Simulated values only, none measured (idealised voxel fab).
Herein follows the process module entitled voxel air gaps.
Cross-section cut spans 260 nm and uses square cells 5 nm in size.
A cross-section is a grid of square cells, given in bands from the top down. A band is one or more rows of cells.
Heights first: top, then bottom, in nm. Then materials, left to right, each with a width in nm. "all across" on a single material: fills the band edge to edge. "blank": empty space.
Heads up on the height convention: 0 is the point under which the incoming wafer is all one material, and the lowest band has no bottom, it just keeps going down, like "0 -> down".
Note: "30 to 40" means the width goes from the first number (top row of the band) to the second number (bottom row) in equal steps per row of cells.
For the purposes of this document, the phrase "changes: none" attached to a step denotes that no cell within the cross-section was modified by that step.
"Voids, enclosed" enumerates empty spaces isolated from the top, with no open way to it, that contain at least 8 cells, giving each as width x height at distance from the left edge, all three in nm.
Read whatever lies past the settings on a step's line as the simulator's own remark about the step.
The line of a step may include "overlay nm". On a step with a mask, this value is how far to the right of its planned place the mask lay. A negative value means the mask lay to the left.

# Process steps (planned)
1 RECEIVE | material Si
2 CONFORMAL_DEP | material SiO2 | thk nm 15
3 CONFORMAL_DEP | material SiCN | thk nm 5
4 DIRECTIONAL_DEP | material lowk | thk nm 35
5 DIRECTIONAL_DEP | material aC | thk nm 15
6 PATTERN | tone open | mask id LINES | material resist | width nm 25 | pitch nm 50 | thk nm 35 | overlay nm 0
7 DIRECTIONAL_ETCH | etch materials aC | depth nm 15
8 STRIP | etch materials resist
9 DIRECTIONAL_ETCH | etch materials lowk | depth nm 35
10 STRIP | etch materials aC
11 CONFORMAL_DEP | material TiN | thk nm 5
12 FILL_DEP | material Cu | thk nm 5
13 CMP | height nm 55
14 EPI | material Ru | thk nm 10
15 SELECTIVE_ETCH | etch materials lowk | depth nm 45
16 CONFORMAL_DEP | material SiCN | thk nm 5

# As-received state of the wafer in cross-section, equivalent to post-step 1
  0 -> down | Si all across
  Voids, enclosed: none

# Final wafer profile in cross-section after the module, from the same start and plan as above, with one mistake made during processing
  70 -> 65 | blank 25, then SiCN 205, then blank 30
  65 -> 55 | blank 25, then SiCN 5, then Ru 45, then SiCN 5, then Ru 45, then SiCN 5, then Ru 45, then SiCN 5, then Ru 45, then SiCN 5, then blank 30
  55 -> 50 | blank 25, then SiCN 15, then TiN 5, then Cu 15, then TiN 5, then SiCN 25, then TiN 5, then Cu 15, then TiN 5, then SiCN 25, then TiN 5, then Cu 15, then TiN 5, then SiCN 25, then TiN 5, then Cu 15, then TiN 5, then SiCN 15, then blank 30
  50 -> 40 | blank 35, then SiCN 5, then TiN 5, then Cu 15, then TiN 5, then SiCN 5, then blank 15, then SiCN 5, then TiN 5, then Cu 15, then TiN 5, then SiCN 5, then blank 15, then SiCN 5, then TiN 5, then Cu 15, then TiN 5, then SiCN 5, then blank 15, then SiCN 5, then TiN 5, then Cu 15, then TiN 5, then SiCN 5, then blank 40
  40 -> 35 | SiCN 40, then TiN 25, then SiCN 25, then TiN 25, then SiCN 25, then TiN 25, then SiCN 25, then TiN 25, then SiCN 45
  35 -> 30 | SiCN all across
  30 -> 0 | SiO2 all across
  0 -> down | Si all across
  Voids, enclosed: none
Deviation from plan: step 2 of the plan was twice carried out
